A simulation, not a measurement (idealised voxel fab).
You're looking at the process module voxel gate over fins.
Square cell edge 5 nm, section width 255 nm, ID cut.
Cross-sections here: square-cell grids, written as top-down lists of bands, a band being one or more rows of cells.
Read a band's entry like this: the first values are the height of its top and the height of its bottom in nm, and what follows is the sequence of materials from left to right, each with its width in nm. Note that "blank" is empty space, and that a single material marked "everywhere" reaches across the band from edge to edge.
A quick word on heights: they are counted from 0, and under that level the wafer as it came to us is one material throughout. The lowest band is different from the rest in having no bottom; it simply continues downward, written as in "0 and below".
So if you see something like "30..40" for the width, read it as the top row of the band sitting at the first number and the bottom row at the second, with every row in between moving by the same amount as the last.
It should be understood that the words "everything unchanged", when stated for a given step, signify that the cross-section underwent no change in any of its cells during that step.
Entry "Closed void entries". Content: empty spaces with no open connection to the top, size 8 cells or greater. Each: width x height at distance. Distance: from left edge. Unit: nm.
Text after the settings on a step's line: the simulator's own remark on that step.
The "overlay nm" setting may appear on a step's line; for a step that uses a mask, it gives how far to the right of its planned position the mask lay, and a negative value indicates the left.
Quick note on how to read the rest: it's all pairs. You get the cross-section before a process step and the one after, but the after one only goes down as far as the lowest band that changed. The step in between, with its settings, sits under the pair. Heads up, the pairs can come from different runs of this module on the same starting wafer, so don't assume a pair picks up from the one above unless its "Pre-step geometry" entry says it does.

Pre-step geometry:
0 and below = Si everywhere
Closed void entries: none

State After Step:
5 down to 0 = SiN everywhere
Everything under 0 stays put, no change at all.
Closed void entries: none
Transition step, before and after shown above: CONFORMAL_DEP, material SiN, thk nm 5

Pre-step geometry: the pre-step structure is the one depicted after the step in the pair just above.

State After Step:
20 down to 5 = aC everywhere
Everything under 5 stays put, no change at all.
Closed void entries: none
Transition step, before and after shown above: DIRECTIONAL_DEP, material aC, thk nm 15

Pre-step geometry: the pre-step structure is the one depicted after the step in the pair just above.

State After Step:
55 down to 20 = blank (95), then resist (15), then blank (30), then resist (15), then blank (100)
Everything under 20 stays put, no change at all.
Closed void entries: none
Transition step, before and after shown above: PATTERN, tone cover, mask id FINS, material resist, width nm 15, pitch nm 45, thk nm 35, overlay nm 0

Pre-step geometry: the pre-step structure is the one depicted after the step in the pair just above.

State After Step:
40 down to 20 = blank (95), then resist (15), then blank (30), then resist (15), then blank (100)
20 down to 5 = blank (95), then aC (15), then blank (30), then aC (15), then blank (100)
Everything under 5 stays put, no change at all.
Closed void entries: none
Transition step, before and after shown above: DIRECTIONAL_ETCH, etch materials aC, depth nm 15

Pre-step geometry: the pre-step structure is the one depicted after the step in the pair just above.

State After Step:
20 down to 5 = blank (95), then aC (15), then blank (30), then aC (15), then blank (100)
Everything under 5 stays put, no change at all.
Closed void entries: none
Transition step, before and after shown above: STRIP, etch materials resist

Pre-step geometry: the pre-step structure is the one depicted after the step in the pair just above.

State After Step:
20 down to 5 = blank (95), then aC (15), then blank (30), then aC (15), then blank (100)
5 down to 0 = blank (95), then SiN (15), then blank (30), then SiN (15), then blank (100)
Everything under 0 stays put, no change at all.
Closed void entries: none
Transition step, before and after shown above: DIRECTIONAL_ETCH, etch materials SiN, depth nm 5

Pre-step geometry: the pre-step structure is the one depicted after the step in the pair just above.

State After Step:
20 down to 5 = blank (95), then aC (15), then blank (30), then aC (15), then blank (100)
5 down to 0 = blank (95), then SiN (15), then blank (30), then SiN (15), then blank (100)
0 down to -40 = blank (95), then Si (15), then blank (30), then Si (15), then blank (100)
Everything under -40 stays put, no change at all.
Closed void entries: none
Transition step, before and after shown above: DIRECTIONAL_ETCH, etch materials Si, depth nm 40

Pre-step geometry: the pre-step structure is the one depicted after the step in the pair just above.

State After Step:
5 down to 0 = blank (95), then SiN (15), then blank (30), then SiN (15), then blank (100)
Everything under 0 stays put, no change at all.
Closed void entries: none
Transition step, before and after shown above: STRIP, etch materials aC

Pre-step geometry: the pre-step structure is the one depicted after the step in the pair just above.

State After Step:
15 down to 5 = SiO2 everywhere
5 down to 0 = SiO2 (95), then SiN (15), then SiO2 (30), then SiN (15), then SiO2 (100)
0 down to -40 = SiO2 (95), then Si (15), then SiO2 (30), then Si (15), then SiO2 (100)
Everything under -40 stays put, no change at all.
Closed void entries: none
Transition step, before and after shown above: FILL_DEP, material SiO2, thk nm 10

Pre-step geometry: the pre-step structure is the one depicted after the step in the pair just above.

State After Step:
5 down to 0 = SiO2 (95), then SiN (15), then SiO2 (30), then SiN (15), then SiO2 (100)
Everything under 0 stays put, no change at all.
Closed void entries: none
Transition step, before and after shown above: CMP, height nm 5

Pre-step geometry: the pre-step structure is the one depicted after the step in the pair just above.

State After Step:
5 down to 0 = blank (95), then SiN (15), then blank (30), then SiN (15), then blank (100)
0 down to -10 = blank (95), then Si (15), then blank (30), then Si (15), then blank (100)
Everything under -10 stays put, no change at all.
Closed void entries: none
Transition step, before and after shown above: SELECTIVE_ETCH, etch materials SiO2, depth nm 15

Pre-step geometry: the pre-step structure is the one depicted after the step in the pair just above.

State After Step:
0 down to -10 = blank (95), then Si (15), then blank (30), then Si (15), then blank (100)
Everything under -10 stays put, no change at all.
Closed void entries: none
Transition step, before and after shown above: STRIP, etch materials SiN

Pre-step geometry: the pre-step structure is the one depicted after the step in the pair just above.

State After Step:
5 down to 0 = blank (90), then HfO2 (25), then blank (20), then HfO2 (25), then blank (95)
0 down to -5 = blank (90), then HfO2 (5), then Si (15), then HfO2 (5), then blank (20), then HfO2 (5), then Si (15), then HfO2 (5), then blank (95)
-5 down to -10 = HfO2 (95), then Si (15), then HfO2 (30), then Si (15), then HfO2 (100)
Everything under -10 stays put, no change at all.
Closed void entries: none
Transition step, before and after shown above: CONFORMAL_DEP, material HfO2, thk nm 5

Pre-step geometry: the pre-step structure is the one depicted after the step in the pair just above.

State After Step:
10 down to 5 = blank (85), then TiN (35), then blank (10), then TiN (35), then blank (90)
5 down to 0 = blank (85), then TiN (5), then HfO2 (25), then TiN (5), then blank (10), then TiN (5), then HfO2 (25), then TiN (5), then blank (90)
0 down to -5 = TiN (90), then HfO2 (5), then Si (15), then HfO2 (5), then TiN (20), then HfO2 (5), then Si (15), then HfO2 (5), then TiN (95)
Everything under -5 stays put, no change at all.
Closed void entries: none
Transition step, before and after shown above: CONFORMAL_DEP, material TiN, thk nm 5

Pre-step geometry: the pre-step structure is the one depicted after the step in the pair just above.

State After Step:
15 down to 10 = blank (80), then TiAl (90), then blank (85)
10 down to 5 = blank (80), then TiAl (5), then TiN (35), then TiAl (10), then TiN (35), then TiAl (5), then blank (85)
5 down to 0 = TiAl (85), then TiN (5), then HfO2 (25), then TiN (5), then TiAl (10), then TiN (5), then HfO2 (25), then TiN (5), then TiAl (90)
Everything under 0 stays put, no change at all.
Closed void entries: none
Transition step, before and after shown above: CONFORMAL_DEP, material TiAl, thk nm 5

Pre-step geometry: the pre-step structure is the one depicted after the step in the pair just above.

State After Step:
20 down to 15 = blank (75), then TiN (100), then blank (80)
15 down to 10 = blank (75), then TiN (5), then TiAl (90), then TiN (5), then blank (80)
10 down to 5 = TiN (80), then TiAl (5), then TiN (35), then TiAl (10), then TiN (35), then TiAl (5), then TiN (85)
Everything under 5 stays put, no change at all.
Closed void entries: none
Transition step, before and after shown above: CONFORMAL_DEP, material TiN, thk nm 5

Pre-step geometry: the pre-step structure is the one depicted after the step in the pair just above.

State After Step:
30 down to 20 = W everywhere
20 down to 15 = W (75), then TiN (100), then W (80)
15 down to 10 = W (75), then TiN (5), then TiAl (90), then TiN (5), then W (80)
Everything under 10 stays put, no change at all.
Closed void entries: none
Transition step, before and after shown above: FILL_DEP, material W, thk nm 10

Pre-step geometry: the pre-step structure is the one depicted after the step in the pair just above.

State After Step:
25 down to 20 = W everywhere
Everything under 20 stays put, no change at all.
Closed void entries: none
Transition step, before and after shown above: CMP, height nm 25

Pre-step geometry: the pre-step structure is the one depicted after the step in the pair just above.

State After Step:
35 down to 25 = SiCN everywhere
Everything under 25 stays put, no change at all.
Closed void entries: none
Transition step, before and after shown above: CONFORMAL_DEP, material SiCN, thk nm 10

Pre-step geometry:
10 down to 5 = blank (85), then TiN (35), then blank (10), then TiN (35), then blank (90)
5 down to 0 = blank (85), then TiN (5), then HfO2 (25), then TiN (5), then blank (10), then TiN (5), then HfO2 (25), then TiN (5), then blank (90)
0 down to -5 = TiN (90), then HfO2 (5), then Si (15), then HfO2 (5), then TiN (20), then HfO2 (5), then Si (15), then HfO2 (5), then TiN (95)
-5 down to -10 = HfO2 (95), then Si (15), then HfO2 (30), then Si (15), then HfO2 (100)
-10 down to -40 = SiO2 (95), then Si (15), then SiO2 (30), then Si (15), then SiO2 (100)
-40 and below = Si everywhere
Closed void entries: none

State After Step:
15 down to 5 = blank (80), then TiN (90), then blank (85)
5 down to 0 = TiN (90), then HfO2 (25), then TiN (20), then HfO2 (25), then TiN (95)
Everything under 0 stays put, no change at all.
Closed void entries: none
Transition step, before and after shown above: CONFORMAL_DEP, material TiN, thk nm 5

Pre-step geometry: the pre-step structure is the one depicted after the step in the pair just above.

State After Step:
25 down to 15 = W everywhere
15 down to 5 = W (80), then TiN (90), then W (85)
Everything under 5 stays put, no change at all.
Closed void entries: none
Transition step, before and after shown above: FILL_DEP, material W, thk nm 10

Pre-step geometry: the pre-step structure is the one depicted after the step in the pair just above.

State After Step:
35 down to 25 = SiCN everywhere
Everything under 25 stays put, no change at all.
Closed void entries: none
Transition step, before and after shown above: CONFORMAL_DEP, material SiCN, thk nm 10

Pre-step geometry:
5 down to 0 = blank (95), then SiN (15), then blank (30), then SiN (15), then blank (100)
0 down to -10 = blank (95), then Si (15), then blank (30), then Si (15), then blank (100)
-10 down to -40 = SiO2 (95), then Si (15), then SiO2 (30), then Si (15), then SiO2 (100)
-40 and below = Si everywhere
Closed void entries: none

State After Step:
5 down to 0 = blank (95), then SiN (15), then blank (30), then SiN (15), then blank (100)
0 down to -25 = blank (95), then Si (15), then blank (30), then Si (15), then blank (100)
Everything under -25 stays put, no change at all.
Closed void entries: none
Transition step, before and after shown above: SELECTIVE_ETCH, etch materials SiO2, depth nm 15

Pre-step geometry: the pre-step structure is the one depicted after the step in the pair just above.

State After Step:
0 down to -25 = blank (95), then Si (15), then blank (30), then Si (15), then blank (100)
Everything under -25 stays put, no change at all.
Closed void entries: none
Transition step, before and after shown above: STRIP, etch materials SiN

Pre-step geometry: the pre-step structure is the one depicted after the step in the pair just above.

State After Step:
5 down to 0 = blank (90), then HfO2 (25), then blank (20), then HfO2 (25), then blank (95)
0 down to -20 = blank (90), then HfO2 (5), then Si (15), then HfO2 (5), then blank (20), then HfO2 (5), then Si (15), then HfO2 (5), then blank (95)
-20 down to -25 = HfO2 (95), then Si (15), then HfO2 (30), then Si (15), then HfO2 (100)
Everything under -25 stays put, no change at all.
Closed void entries: none
Transition step, before and after shown above: CONFORMAL_DEP, material HfO2, thk nm 5

Pre-step geometry: the pre-step structure is the one depicted after the step in the pair just above.

State After Step:
10 down to 5 = blank (85), then TiN (35), then blank (10), then TiN (35), then blank (90)
5 down to 0 = blank (85), then TiN (5), then HfO2 (25), then TiN (5), then blank (10), then TiN (5), then HfO2 (25), then TiN (5), then blank (90)
0 down to -15 = blank (85), then TiN (5), then HfO2 (5), then Si (15), then HfO2 (5), then TiN (5), then blank (10), then TiN (5), then HfO2 (5), then Si (15), then HfO2 (5), then TiN (5), then blank (90)
-15 down to -20 = TiN (90), then HfO2 (5), then Si (15), then HfO2 (5), then TiN (20), then HfO2 (5), then Si (15), then HfO2 (5), then TiN (95)
Everything under -20 stays put, no change at all.
Closed void entries: none
Transition step, before and after shown above: CONFORMAL_DEP, material TiN, thk nm 5

Pre-step geometry: the pre-step structure is the one depicted after the step in the pair just above.

State After Step:
15 down to 10 = blank (80), then TiAl (90), then blank (85)
10 down to 5 = blank (80), then TiAl (5), then TiN (35), then TiAl (10), then TiN (35), then TiAl (5), then blank (85)
5 down to 0 = blank (80), then TiAl (5), then TiN (5), then HfO2 (25), then TiN (5), then TiAl (10), then TiN (5), then HfO2 (25), then TiN (5), then TiAl (5), then blank (85)
0 down to -10 = blank (80), then TiAl (5), then TiN (5), then HfO2 (5), then Si (15), then HfO2 (5), then TiN (5), then TiAl (10), then TiN (5), then HfO2 (5), then Si (15), then HfO2 (5), then TiN (5), then TiAl (5), then blank (85)
-10 down to -15 = TiAl (85), then TiN (5), then HfO2 (5), then Si (15), then HfO2 (5), then TiN (5), then TiAl (10), then TiN (5), then HfO2 (5), then Si (15), then HfO2 (5), then TiN (5), then TiAl (90)
Everything under -15 stays put, no change at all.
Closed void entries: none
Transition step, before and after shown above: CONFORMAL_DEP, material TiAl, thk nm 5

Pre-step geometry: the pre-step structure is the one depicted after the step in the pair just above.

State After Step:
20 down to 15 = blank (75), then TiN (100), then blank (80)
15 down to 10 = blank (75), then TiN (5), then TiAl (90), then TiN (5), then blank (80)
10 down to 5 = blank (75), then TiN (5), then TiAl (5), then TiN (35), then TiAl (10), then TiN (35), then TiAl (5), then TiN (5), then blank (80)
5 down to 0 = blank (75), then TiN (5), then TiAl (5), then TiN (5), then HfO2 (25), then TiN (5), then TiAl (10), then TiN (5), then HfO2 (25), then TiN (5), then TiAl (5), then TiN (5), then blank (80)
0 down to -5 = blank (75), then TiN (5), then TiAl (5), then TiN (5), then HfO2 (5), then Si (15), then HfO2 (5), then TiN (5), then TiAl (10), then TiN (5), then HfO2 (5), then Si (15), then HfO2 (5), then TiN (5), then TiAl (5), then TiN (5), then blank (80)
-5 down to -10 = TiN (80), then TiAl (5), then TiN (5), then HfO2 (5), then Si (15), then HfO2 (5), then TiN (5), then TiAl (10), then TiN (5), then HfO2 (5), then Si (15), then HfO2 (5), then TiN (5), then TiAl (5), then TiN (85)
Everything under -10 stays put, no change at all.
Closed void entries: none
Transition step, before and after shown above: CONFORMAL_DEP, material TiN, thk nm 5

Pre-step geometry: the pre-step structure is the one depicted after the step in the pair just above.

State After Step:
30 down to 20 = W everywhere
20 down to 15 = W (75), then TiN (100), then W (80)
15 down to 10 = W (75), then TiN (5), then TiAl (90), then TiN (5), then W (80)
10 down to 5 = W (75), then TiN (5), then TiAl (5), then TiN (35), then TiAl (10), then TiN (35), then TiAl (5), then TiN (5), then W (80)
5 down to 0 = W (75), then TiN (5), then TiAl (5), then TiN (5), then HfO2 (25), then TiN (5), then TiAl (10), then TiN (5), then HfO2 (25), then TiN (5), then TiAl (5), then TiN (5), then W (80)
0 down to -5 = W (75), then TiN (5), then TiAl (5), then TiN (5), then HfO2 (5), then Si (15), then HfO2 (5), then TiN (5), then TiAl (10), then TiN (5), then HfO2 (5), then Si (15), then HfO2 (5), then TiN (5), then TiAl (5), then TiN (5), then W (80)
Everything under -5 stays put, no change at all.
Closed void entries: none
Transition step, before and after shown above: FILL_DEP, material W, thk nm 10

Pre-step geometry: the pre-step structure is the one depicted after the step in the pair just above.

State After Step:
25 down to 20 = W everywhere
Everything under 20 stays put, no change at all.
Closed void entries: none
Transition step, before and after shown above: CMP, height nm 25

Pre-step geometry: the pre-step structure is the one depicted after the step in the pair just above.

State After Step:
35 down to 25 = SiCN everywhere
Everything under 25 stays put, no change at all.
Closed void entries: none
Transition step, before and after shown above: CONFORMAL_DEP, material SiCN, thk nm 10

Pre-step geometry:
5 down to 0 = blank (90), then HfO2 (25), then blank (20), then HfO2 (25), then blank (95)
0 down to -5 = blank (90), then HfO2 (5), then Si (15), then HfO2 (5), then blank (20), then HfO2 (5), then Si (15), then HfO2 (5), then blank (95)
-5 down to -10 = HfO2 (95), then Si (15), then HfO2 (30), then Si (15), then HfO2 (100)
-10 down to -40 = SiO2 (95), then Si (15), then SiO2 (30), then Si (15), then SiO2 (100)
-40 and below = Si everywhere
Closed void entries: none

State After Step:
10 down to 5 = blank (85), then TiAl (35), then blank (10), then TiAl (35), then blank (90)
5 down to 0 = blank (85), then TiAl (5), then HfO2 (25), then TiAl (5), then blank (10), then TiAl (5), then HfO2 (25), then TiAl (5), then blank (90)
0 down to -5 = TiAl (90), then HfO2 (5), then Si (15), then HfO2 (5), then TiAl (20), then HfO2 (5), then Si (15), then HfO2 (5), then TiAl (95)
Everything under -5 stays put, no change at all.
Closed void entries: none
Transition step, before and after shown above: CONFORMAL_DEP, material TiAl, thk nm 5

Pre-step geometry: the pre-step structure is the one depicted after the step in the pair just above.

State After Step:
15 down to 10 = blank (80), then TiN (90), then blank (85)
10 down to 5 = blank (80), then TiN (5), then TiAl (35), then TiN (10), then TiAl (35), then TiN (5), then blank (85)
5 down to 0 = TiN (85), then TiAl (5), then HfO2 (25), then TiAl (5), then TiN (10), then TiAl (5), then HfO2 (25), then TiAl (5), then TiN (90)
Everything under 0 stays put, no change at all.
Closed void entries: none
Transition step, before and after shown above: CONFORMAL_DEP, material TiN, thk nm 5

Pre-step geometry: the pre-step structure is the one depicted after the step in the pair just above.

State After Step:
20 down to 10 = blank (75), then TiN (100), then blank (80)
10 down to 5 = TiN (85), then TiAl (35), then TiN (10), then TiAl (35), then TiN (90)
Everything under 5 stays put, no change at all.
Closed void entries: none
Transition step, before and after shown above: CONFORMAL_DEP, material TiN, thk nm 5

Pre-step geometry: the pre-step structure is the one depicted after the step in the pair just above.

State After Step:
30 down to 20 = W everywhere
20 down to 10 = W (75), then TiN (100), then W (80)
Everything under 10 stays put, no change at all.
Closed void entries: none
Transition step, before and after shown above: FILL_DEP, material W, thk nm 10

Pre-step geometry: the pre-step structure is the one depicted after the step in the pair just above.

State After Step:
25 down to 20 = W everywhere
Everything under 20 stays put, no change at all.
Closed void entries: none
Transition step, before and after shown above: CMP, height nm 25

Pre-step geometry: the pre-step structure is the one depicted after the step in the pair just above.

State After Step:
35 down to 25 = SiCN everywhere
Everything under 25 stays put, no change at all.
Closed void entries: none
Transition step, before and after shown above: CONFORMAL_DEP, material SiCN, thk nm 10

Pre-step geometry:
10 down to 5 = blank (85), then TiN (35), then blank (10), then TiN (35), then blank (90)
5 down to 0 = blank (85), then TiN (5), then HfO2 (25), then TiN (5), then blank (10), then TiN (5), then HfO2 (25), then TiN (5), then blank (90)
0 down to -5 = TiN (90), then HfO2 (5), then Si (15), then HfO2 (5), then TiN (20), then HfO2 (5), then Si (15), then HfO2 (5), then TiN (95)
-5 down to -10 = HfO2 (95), then Si (15), then HfO2 (30), then Si (15), then HfO2 (100)
-10 down to -40 = SiO2 (95), then Si (15), then SiO2 (30), then Si (15), then SiO2 (100)
-40 and below = Si everywhere
Closed void entries: none

State After Step:
25 down to 15 = blank (70), then TiAl (110), then blank (75)
15 down to 10 = TiAl everywhere
10 down to 5 = TiAl (85), then TiN (35), then TiAl (10), then TiN (35), then TiAl (90)
5 down to 0 = TiAl (85), then TiN (5), then HfO2 (25), then TiN (5), then TiAl (10), then TiN (5), then HfO2 (25), then TiN (5), then TiAl (90)
Everything under 0 stays put, no change at all.
Closed void entries: none
Transition step, before and after shown above: CONFORMAL_DEP, material TiAl, thk nm 15

Pre-step geometry: the pre-step structure is the one depicted after the step in the pair just above.

State After Step:
30 down to 25 = blank (65), then TiN (120), then blank (70)
25 down to 20 = blank (65), then TiN (5), then TiAl (110), then TiN (5), then blank (70)
20 down to 15 = TiN (70), then TiAl (110), then TiN (75)
Everything under 15 stays put, no change at all.
Closed void entries: none
Transition step, before and after shown above: CONFORMAL_DEP, material TiN, thk nm 5

Pre-step geometry: the pre-step structure is the one depicted after the step in the pair just above.

State After Step:
40 down to 30 = W everywhere
30 down to 25 = W (65), then TiN (120), then W (70)
25 down to 20 = W (65), then TiN (5), then TiAl (110), then TiN (5), then W (70)
Everything under 20 stays put, no change at all.
Closed void entries: none
Transition step, before and after shown above: FILL_DEP, material W, thk nm 10

Pre-step geometry: the pre-step structure is the one depicted after the step in the pair just above.

State After Step:
25 down to 20 = W (65), then TiN (5), then TiAl (110), then TiN (5), then W (70)
Everything under 20 stays put, no change at all.
Closed void entries: none
Transition step, before and after shown above: CMP, height nm 25

Pre-step geometry: the pre-step structure is the one depicted after the step in the pair just above.

State After Step:
35 down to 25 = SiCN everywhere
Everything under 25 stays put, no change at all.
Closed void entries: none
Transition step, before and after shown above: CONFORMAL_DEP, material SiCN, thk nm 10

Pre-step geometry:
20 down to 5 = aC everywhere
5 down to 0 = SiN everywhere
0 and below = Si everywhere
Closed void entries: none

State After Step:
55 down to 20 = blank (90), then resist (25), then blank (20), then resist (25), then blank (95)
Everything under 20 stays put, no change at all.
Closed void entries: none
Transition step, before and after shown above: PATTERN, tone cover, mask id FINS, material resist, width nm 25, pitch nm 45, thk nm 35, overlay nm 0

Pre-step geometry: the pre-step structure is the one depicted after the step in the pair just above.

State After Step:
40 down to 20 = blank (90), then resist (25), then blank (20), then resist (25), then blank (95)
20 down to 5 = blank (90), then aC (25), then blank (20), then aC (25), then blank (95)
Everything under 5 stays put, no change at all.
Closed void entries: none
Transition step, before and after shown above: DIRECTIONAL_ETCH, etch materials aC, depth nm 15

Pre-step geometry: the pre-step structure is the one depicted after the step in the pair just above.

State After Step:
20 down to 5 = blank (90), then aC (25), then blank (20), then aC (25), then blank (95)
Everything under 5 stays put, no change at all.
Closed void entries: none
Transition step, before and after shown above: STRIP, etch materials resist

Pre-step geometry: the pre-step structure is the one depicted after the step in the pair just above.

State After Step:
20 down to 5 = blank (90), then aC (25), then blank (20), then aC (25), then blank (95)
5 down to 0 = blank (90), then SiN (25), then blank (20), then SiN (25), then blank (95)
Everything under 0 stays put, no change at all.
Closed void entries: none
Transition step, before and after shown above: DIRECTIONAL_ETCH, etch materials SiN, depth nm 5

Pre-step geometry: the pre-step structure is the one depicted after the step in the pair just above.

State After Step:
20 down to 5 = blank (90), then aC (25), then blank (20), then aC (25), then blank (95)
5 down to 0 = blank (90), then SiN (25), then blank (20), then SiN (25), then blank (95)
0 down to -40 = blank (90), then Si (25), then blank (20), then Si (25), then blank (95)
Everything under -40 stays put, no change at all.
Closed void entries: none
Transition step, before and after shown above: DIRECTIONAL_ETCH, etch materials Si, depth nm 40

Pre-step geometry: the pre-step structure is the one depicted after the step in the pair just above.

State After Step:
5 down to 0 = blank (90), then SiN (25), then blank (20), then SiN (25), then blank (95)
Everything under 0 stays put, no change at all.
Closed void entries: none
Transition step, before and after shown above: STRIP, etch materials aC

Pre-step geometry: the pre-step structure is the one depicted after the step in the pair just above.

State After Step:
15 down to 5 = SiO2 everywhere
5 down to 0 = SiO2 (90), then SiN (25), then SiO2 (20), then SiN (25), then SiO2 (95)
0 down to -40 = SiO2 (90), then Si (25), then SiO2 (20), then Si (25), then SiO2 (95)
Everything under -40 stays put, no change at all.
Closed void entries: none
Transition step, before and after shown above: FILL_DEP, material SiO2, thk nm 10

Pre-step geometry: the pre-step structure is the one depicted after the step in the pair just above.

State After Step:
5 down to 0 = SiO2 (90), then SiN (25), then SiO2 (20), then SiN (25), then SiO2 (95)
Everything under 0 stays put, no change at all.
Closed void entries: none
Transition step, before and after shown above: CMP, height nm 5

Pre-step geometry: the pre-step structure is the one depicted after the step in the pair just above.

State After Step:
5 down to 0 = blank (90), then SiN (25), then blank (20), then SiN (25), then blank (95)
0 down to -10 = blank (90), then Si (25), then blank (20), then Si (25), then blank (95)
Everything under -10 stays put, no change at all.
Closed void entries: none
Transition step, before and after shown above: SELECTIVE_ETCH, etch materials SiO2, depth nm 15

Pre-step geometry: the pre-step structure is the one depicted after the step in the pair just above.

State After Step:
0 down to -10 = blank (90), then Si (25), then blank (20), then Si (25), then blank (95)
Everything under -10 stays put, no change at all.
Closed void entries: none
Transition step, before and after shown above: STRIP, etch materials SiN

Pre-step geometry: the pre-step structure is the one depicted after the step in the pair just above.

State After Step:
5 down to 0 = blank (85), then HfO2 (35), then blank (10), then HfO2 (35), then blank (90)
0 down to -5 = blank (85), then HfO2 (5), then Si (25), then HfO2 (5), then blank (10), then HfO2 (5), then Si (25), then HfO2 (5), then blank (90)
-5 down to -10 = HfO2 (90), then Si (25), then HfO2 (20), then Si (25), then HfO2 (95)
Everything under -10 stays put, no change at all.
Closed void entries: none
Transition step, before and after shown above: CONFORMAL_DEP, material HfO2, thk nm 5

Pre-step geometry: the pre-step structure is the one depicted after the step in the pair just above.

State After Step:
10 down to 5 = blank (80), then TiN (90), then blank (85)
5 down to 0 = blank (80), then TiN (5), then HfO2 (35), then TiN (10), then HfO2 (35), then TiN (5), then blank (85)
0 down to -5 = TiN (85), then HfO2 (5), then Si (25), then HfO2 (5), then TiN (10), then HfO2 (5), then Si (25), then HfO2 (5), then TiN (90)
Everything under -5 stays put, no change at all.
Closed void entries: none
Transition step, before and after shown above: CONFORMAL_DEP, material TiN, thk nm 5

Pre-step geometry: the pre-step structure is the one depicted after the step in the pair just above.

State After Step:
15 down to 10 = blank (75), then TiAl (100), then blank (80)
10 down to 5 = blank (75), then TiAl (5), then TiN (90), then TiAl (5), then blank (80)
5 down to 0 = TiAl (80), then TiN (5), then HfO2 (35), then TiN (10), then HfO2 (35), then TiN (5), then TiAl (85)
Everything under 0 stays put, no change at all.
Closed void entries: none
Transition step, before and after shown above: CONFORMAL_DEP, material TiAl, thk nm 5

Pre-step geometry: the pre-step structure is the one depicted after the step in the pair just above.

State After Step:
20 down to 15 = blank (70), then TiN (110), then blank (75)
15 down to 10 = blank (70), then TiN (5), then TiAl (100), then TiN (5), then blank (75)
10 down to 5 = TiN (75), then TiAl (5), then TiN (90), then TiAl (5), then TiN (80)
Everything under 5 stays put, no change at all.
Closed void entries: none
Transition step, before and after shown above: CONFORMAL_DEP, material TiN, thk nm 5

Pre-step geometry: the pre-step structure is the one depicted after the step in the pair just above.

State After Step:
30 down to 20 = W everywhere
20 down to 15 = W (70), then TiN (110), then W (75)
15 down to 10 = W (70), then TiN (5), then TiAl (100), then TiN (5), then W (75)
Everything under 10 stays put, no change at all.
Closed void entries: none
Transition step, before and after shown above: FILL_DEP, material W, thk nm 10

Pre-step geometry: the pre-step structure is the one depicted after the step in the pair just above.

State After Step:
25 down to 20 = W everywhere
Everything under 20 stays put, no change at all.
Closed void entries: none
Transition step, before and after shown above: CMP, height nm 25

Pre-step geometry: the pre-step structure is the one depicted after the step in the pair just above.

State After Step:
35 down to 25 = SiCN everywhere
Everything under 25 stays put, no change at all.
Closed void entries: none
Transition step, before and after shown above: CONFORMAL_DEP, material SiCN, thk nm 10

Pre-step geometry:
20 down to 5 = aC everywhere
5 down to 0 = SiN everywhere
0 and below = Si everywhere
Closed void entries: none

State After Step:
55 down to 20 = blank (105), then resist (15), then blank (30), then resist (15), then blank (90)
Everything under 20 stays put, no change at all.
Closed void entries: none
Transition step, before and after shown above: PATTERN, tone cover, mask id FINS, material resist, width nm 15, pitch nm 45, thk nm 35, overlay nm 10

Pre-step geometry: the pre-step structure is the one depicted after the step in the pair just above.

State After Step:
40 down to 20 = blank (105), then resist (15), then blank (30), then resist (15), then blank (90)
20 down to 5 = blank (105), then aC (15), then blank (30), then aC (15), then blank (90)
Everything under 5 stays put, no change at all.
Closed void entries: none
Transition step, before and after shown above: DIRECTIONAL_ETCH, etch materials aC, depth nm 15

Pre-step geometry: the pre-step structure is the one depicted after the step in the pair just above.

State After Step:
20 down to 5 = blank (105), then aC (15), then blank (30), then aC (15), then blank (90)
Everything under 5 stays put, no change at all.
Closed void entries: none
Transition step, before and after shown above: STRIP, etch materials resist

Pre-step geometry: the pre-step structure is the one depicted after the step in the pair just above.

State After Step:
20 down to 5 = blank (105), then aC (15), then blank (30), then aC (15), then blank (90)
5 down to 0 = blank (105), then SiN (15), then blank (30), then SiN (15), then blank (90)
Everything under 0 stays put, no change at all.
Closed void entries: none
Transition step, before and after shown above: DIRECTIONAL_ETCH, etch materials SiN, depth nm 5

Pre-step geometry: the pre-step structure is the one depicted after the step in the pair just above.

State After Step:
20 down to 5 = blank (105), then aC (15), then blank (30), then aC (15), then blank (90)
5 down to 0 = blank (105), then SiN (15), then blank (30), then SiN (15), then blank (90)
0 down to -40 = blank (105), then Si (15), then blank (30), then Si (15), then blank (90)
Everything under -40 stays put, no change at all.
Closed void entries: none
Transition step, before and after shown above: DIRECTIONAL_ETCH, etch materials Si, depth nm 40

Pre-step geometry: the pre-step structure is the one depicted after the step in the pair just above.

State After Step:
5 down to 0 = blank (105), then SiN (15), then blank (30), then SiN (15), then blank (90)
Everything under 0 stays put, no change at all.
Closed void entries: none
Transition step, before and after shown above: STRIP, etch materials aC

Pre-step geometry: the pre-step structure is the one depicted after the step in the pair just above.

State After Step:
15 down to 5 = SiO2 everywhere
5 down to 0 = SiO2 (105), then SiN (15), then SiO2 (30), then SiN (15), then SiO2 (90)
0 down to -40 = SiO2 (105), then Si (15), then SiO2 (30), then Si (15), then SiO2 (90)
Everything under -40 stays put, no change at all.
Closed void entries: none
Transition step, before and after shown above: FILL_DEP, material SiO2, thk nm 10

Pre-step geometry: the pre-step structure is the one depicted after the step in the pair just above.

State After Step:
5 down to 0 = SiO2 (105), then SiN (15), then SiO2 (30), then SiN (15), then SiO2 (90)
Everything under 0 stays put, no change at all.
Closed void entries: none
Transition step, before and after shown above: CMP, height nm 5

Pre-step geometry: the pre-step structure is the one depicted after the step in the pair just above.

State After Step:
5 down to 0 = blank (105), then SiN (15), then blank (30), then SiN (15), then blank (90)
0 down to -10 = blank (105), then Si (15), then blank (30), then Si (15), then blank (90)
Everything under -10 stays put, no change at all.
Closed void entries: none
Transition step, before and after shown above: SELECTIVE_ETCH, etch materials SiO2, depth nm 15

Pre-step geometry: the pre-step structure is the one depicted after the step in the pair just above.

State After Step:
0 down to -10 = blank (105), then Si (15), then blank (30), then Si (15), then blank (90)
Everything under -10 stays put, no change at all.
Closed void entries: none
Transition step, before and after shown above: STRIP, etch materials SiN

Pre-step geometry: the pre-step structure is the one depicted after the step in the pair just above.

State After Step:
5 down to 0 = blank (100), then HfO2 (25), then blank (20), then HfO2 (25), then blank (85)
0 down to -5 = blank (100), then HfO2 (5), then Si (15), then HfO2 (5), then blank (20), then HfO2 (5), then Si (15), then HfO2 (5), then blank (85)
-5 down to -10 = HfO2 (105), then Si (15), then HfO2 (30), then Si (15), then HfO2 (90)
Everything under -10 stays put, no change at all.
Closed void entries: none
Transition step, before and after shown above: CONFORMAL_DEP, material HfO2, thk nm 5
